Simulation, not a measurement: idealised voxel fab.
Documented hereafter: the process module known as voxel ribs on slabs.
Square cells of 5 nm make up the cross-section cut, whose width is 215 nm.
Each cross-section below is a grid of square cells, stated as bands in top-down order, with one or more rows of cells making up each band. Within each band entry, the heights of the top and of the bottom of the band appear first, in that order and in nm; the materials of the band then follow from left to right, each with its corresponding width in nm. The designation "edge to edge" on a single material indicates that it fills the band from edge to edge; the designation "air" indicates empty space. The reference from which all heights are counted is 0, the level beneath which the as-received wafer is entirely one material; the lowest band, having no lower bound, proceeds downward and is written after the example "0 -> down". Width "30 to 40": first value at the band's top row of cells, second value at its bottom row, equal change from row to row. Given "same as before" for a step, no cell of the cross-section differs between before and after that step. "Closed void entries" - sealed voids, min. 8 cells, no opening to top; format: width x height at distance (distance from left edge; nm throughout). Post-settings text on a step line: simulator's own remark regarding the step. "overlay nm" on a masked step: distance the mask lay right of its planned place, negative for left.

Below is the list of planned process steps
1. RECEIVE,material Si
2. DIRECTIONAL_DEP,material SiO2,thk nm 30
3. DIRECTIONAL_DEP,material polySi,thk nm 25
4. DIRECTIONAL_DEP,material aC,thk nm 15
5. PATTERN,tone cover,mask id RIB,material resist,width nm 15,thk nm 35,overlay nm 0
6. DIRECTIONAL_ETCH,etch materials aC,depth nm 15
7. STRIP,etch materials resist
8. DIRECTIONAL_ETCH,etch materials polySi,depth nm 20
9. STRIP,etch materials aC
10. DIRECTIONAL_DEP,material aC,thk nm 10
11. PATTERN,tone cover,mask id SLAB,material resist,width nm 55,thk nm 30,overlay nm 0
12. DIRECTIONAL_ETCH,etch materials aC,depth nm 10
13. STRIP,etch materials resist
14. DIRECTIONAL_ETCH,etch materials polySi,depth nm 5
15. STRIP,etch materials aC
16. FILL_DEP,material SiO2,thk nm 25
17. CMP,height nm 70
18. DIRECTIONAL_DEP,material W,thk nm 5
19. MASKED_ETCH,tone cover,mask id HEATER,width nm 25,etch materials W,depth nm 5,overlay nm 0
20. CONFORMAL_DEP,material SiN,thk nm 5

Cross-section, incoming material, after step 1
0 -> down  Si edge to edge
Closed void entries: none

Figure: cross-sectional view of the wafer upon completion of the module, processed from the initial state and according to the plan depicted above, with one error introduced during execution
80 -> 75  air 90, then SiN 35, then air 90
75 -> 70  SiN 95, then W 25, then SiN 95
70 -> 55  SiO2 edge to edge
55 -> 50  SiO2 80, then polySi 20, then SiO2 15, then polySi 20, then SiO2 80
50 -> 35  polySi 100, then SiO2 15, then polySi 100
35 -> 30  polySi edge to edge
30 -> 0  SiO2 edge to edge
0 -> down  Si edge to edge
Closed void entries: none
Deviation noted in wafer processing: step 5, actual vs plan mismatch, actual run PATTERN,tone open,mask id RIB,material resist,width nm 15,thk nm 35,overlay nm 0
